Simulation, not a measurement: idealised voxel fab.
Process module, titled voxel transistor to metal
Shown is cross-section cut, with a width of 200 nm and square cells of size 5 nm.
For the purposes of this document, a cross-section shall be understood as a grid of square cells, specified as bands listed in top-to-bottom order, each band consisting of one or more rows of cells.
Each band's line starts with the height of the band's top and of its bottom, in nm. Then come its materials from left to right, each with its width in nm. One material with "everywhere" fills the band from edge to edge. "air" is empty space.
Height 0 is the level under which the wafer as received is all one material. The lowest band goes on downwards, as in "0 -> down".
The two numbers in a width such as "30 to 40" mark its ends across the band: the first belongs to the top row of cells, the second to the bottom row, and from each row to the next the width moves by the same amount.
The cross-section has no changed cell in any step marked "nothing changed".
Under "Closed cavities" you'll find the enclosed gaps, the ones with no way out to the top, that are 8 cells or bigger; each reads width x height at distance, with distance counted from the left edge, everything in nm.
Whatever follows a step's settings on its line is a remark the simulator itself makes about that step.
overlay nm: mask right of planned place by this much (step with mask). Neg. = left.
## List of planned process steps
1) op RECEIVE | material Si
2) op CONFORMAL_DEP | material SiO2 | thk nm 5
3) op CONFORMAL_DEP | material SiN | thk nm 15
4) op MASKED_ETCH | tone cover | mask id ACTIVE | width nm 115 | etch materials SiN | depth nm 15 | overlay nm 0
5) op MASKED_ETCH | tone cover | mask id ACTIVE | width nm 115 | etch materials SiO2 | depth nm 5 | overlay nm 0
6) op MASKED_ETCH | tone cover | mask id ACTIVE | width nm 115 | etch materials Si | depth nm 20 | overlay nm 0
7) op FILL_DEP | material SiO2 | thk nm 15
8) op CMP | height nm 20
9) op SELECTIVE_ETCH | etch materials SiO2 | depth nm 10
10) op STRIP | etch materials SiN
11) op SELECTIVE_ETCH | etch materials SiO2 | depth nm 5
12) op OXIDIZE | depth nm 5
13) op DIRECTIONAL_DEP | material polySi | thk nm 25
14) op DIRECTIONAL_DEP | material SiCN | thk nm 10
15) op MASKED_ETCH | tone cover | mask id GATE | width nm 25 | etch materials SiCN | depth nm 20 | overlay nm 0
16) op MASKED_ETCH | tone cover | mask id GATE | width nm 25 | etch materials polySi | depth nm 35 | overlay nm 0
17) op CONFORMAL_DEP | material SiN | thk nm 10
18) op DIRECTIONAL_ETCH | etch materials SiN | depth nm 10
19) op DIRECTIONAL_ETCH | etch materials SiO2 | depth nm 5
20) op EPI | material SiGe | thk nm 5
21) op FILL_DEP | material SiO2 | thk nm 5
22) op CMP | height nm 35
23) op DIRECTIONAL_DEP | material SiO2 | thk nm 10
24) op PATTERN | tone open | mask id CONTACT | material resist | width nm 20 | pitch nm 85 | thk nm 15 | overlay nm 0
25) op DIRECTIONAL_ETCH | etch materials SiO2 | depth nm 45
26) op STRIP | etch materials resist
27) op CONFORMAL_DEP | material TiN | thk nm 5
28) op FILL_DEP | material W | thk nm 10
29) op CMP | height nm 45
30) op DIRECTIONAL_DEP | material TiN | thk nm 5
31) op DIRECTIONAL_DEP | material Ru | thk nm 20
32) op DIRECTIONAL_DEP | material aC | thk nm 10
33) op PATTERN | tone cover | mask id METAL_1 | material resist | width nm 20 | pitch nm 85 | thk nm 25 | overlay nm 0
34) op DIRECTIONAL_ETCH | etch materials aC | depth nm 10
35) op STRIP | etch materials resist
36) op DIRECTIONAL_ETCH | etch materials Ru | depth nm 20
37) op DIRECTIONAL_ETCH | etch materials TiN | depth nm 5
38) op STRIP | etch materials aC
39) op CONFORMAL_DEP | material SiN | thk nm 5
40) op FILL_DEP | material SiO2 | thk nm 5
41) op CMP | height nm 70
42) op CONFORMAL_DEP | material SiCN | thk nm 5
## Here's what the wafer looked like in cross-section when it arrived - that's after step 1
  0 -> down = Si everywhere
  Closed cavities: none
## Cross-sectional image of the first of two wafers at the end of the module, the run having proceeded as planned
  75 -> 70 = SiCN everywhere
  70 -> 50 = 40 nm SiO2, 5 nm SiN, 20 nm Ru, 5 nm SiN, 55 nm SiO2, 5 nm SiN, 20 nm Ru, 5 nm SiN, 45 nm SiO2
  50 -> 45 = 45 nm SiN, 20 nm TiN, 65 nm SiN, 20 nm TiN, 50 nm SiN
  45 -> 35 = 45 nm SiO2, 5 nm TiN, 10 nm W, 5 nm TiN, 65 nm SiO2, 5 nm TiN, 10 nm W, 5 nm TiN, 50 nm SiO2
  35 -> 25 = 45 nm SiO2, 5 nm TiN, 10 nm W, 5 nm TiN, 10 nm SiO2, 10 nm SiN, 25 nm SiCN, 10 nm SiN, 10 nm SiO2, 5 nm TiN, 10 nm W, 5 nm TiN, 50 nm SiO2
  25 -> 5 = 45 nm SiO2, 5 nm TiN, 10 nm W, 5 nm TiN, 10 nm SiO2, 10 nm SiN, 25 nm polySi, 10 nm SiN, 10 nm SiO2, 5 nm TiN, 10 nm W, 5 nm TiN, 50 nm SiO2
  5 -> 0 = 35 nm SiO2, 10 nm SiN, 20 nm TiN, 10 nm SiO2, 10 nm SiN, 25 nm polySi, 10 nm SiN, 10 nm SiO2, 20 nm TiN, 10 nm SiN, 40 nm SiO2
  0 -> -5 = 45 nm SiO2, 30 nm SiGe, 45 nm SiO2, 30 nm SiGe, 50 nm SiO2
  -5 -> -20 = 40 nm SiO2, 115 nm Si, 45 nm SiO2
  -20 -> down = Si everywhere
  Closed cavities: none
## The second wafer, shown in cross-section after the module: started the same way as the first and given the same plan, yet one mistake crept into how it was run
  75 -> 70 = SiCN everywhere
  70 -> 50 = 40 nm SiO2, 5 nm SiN, 20 nm Ru, 5 nm SiN, 55 nm SiO2, 5 nm SiN, 20 nm Ru, 5 nm SiN, 45 nm SiO2
  50 -> 45 = 45 nm SiN, 20 nm TiN, 65 nm SiN, 20 nm TiN, 50 nm SiN
  45 -> 35 = 45 nm SiO2, 5 nm TiN, 10 nm W, 5 nm TiN, 65 nm SiO2, 5 nm TiN, 10 nm W, 5 nm TiN, 50 nm SiO2
  35 -> 25 = 45 nm SiO2, 5 nm TiN, 10 nm W, 5 nm TiN, 10 nm SiO2, 10 nm SiN, 25 nm SiCN, 10 nm SiN, 10 nm SiO2, 5 nm TiN, 10 nm W, 5 nm TiN, 50 nm SiO2
  25 -> 5 = 45 nm SiO2, 5 nm TiN, 10 nm W, 5 nm TiN, 10 nm SiO2, 10 nm SiN, 25 nm polySi, 10 nm SiN, 10 nm SiO2, 5 nm TiN, 10 nm W, 5 nm TiN, 50 nm SiO2
  5 -> 0 = 35 nm SiO2, 10 nm SiN, 20 nm TiN, 10 nm SiO2, 10 nm SiN, 25 nm polySi, 10 nm SiN, 10 nm SiO2, 20 nm TiN, 10 nm SiN, 40 nm SiO2
  0 -> -5 = 45 nm SiO2, 30 nm SiGe, 45 nm SiO2, 30 nm SiGe, 50 nm SiO2
  -5 -> -40 = 40 nm SiO2, 115 nm Si, 45 nm SiO2
  -40 -> down = Si everywhere
  Closed cavities: none
Plan not followed: step 6 from the plan got run twice
Materials where the second wafer ends with more or fewer cells than the first: 68 fewer of Si | 68 more of SiO2
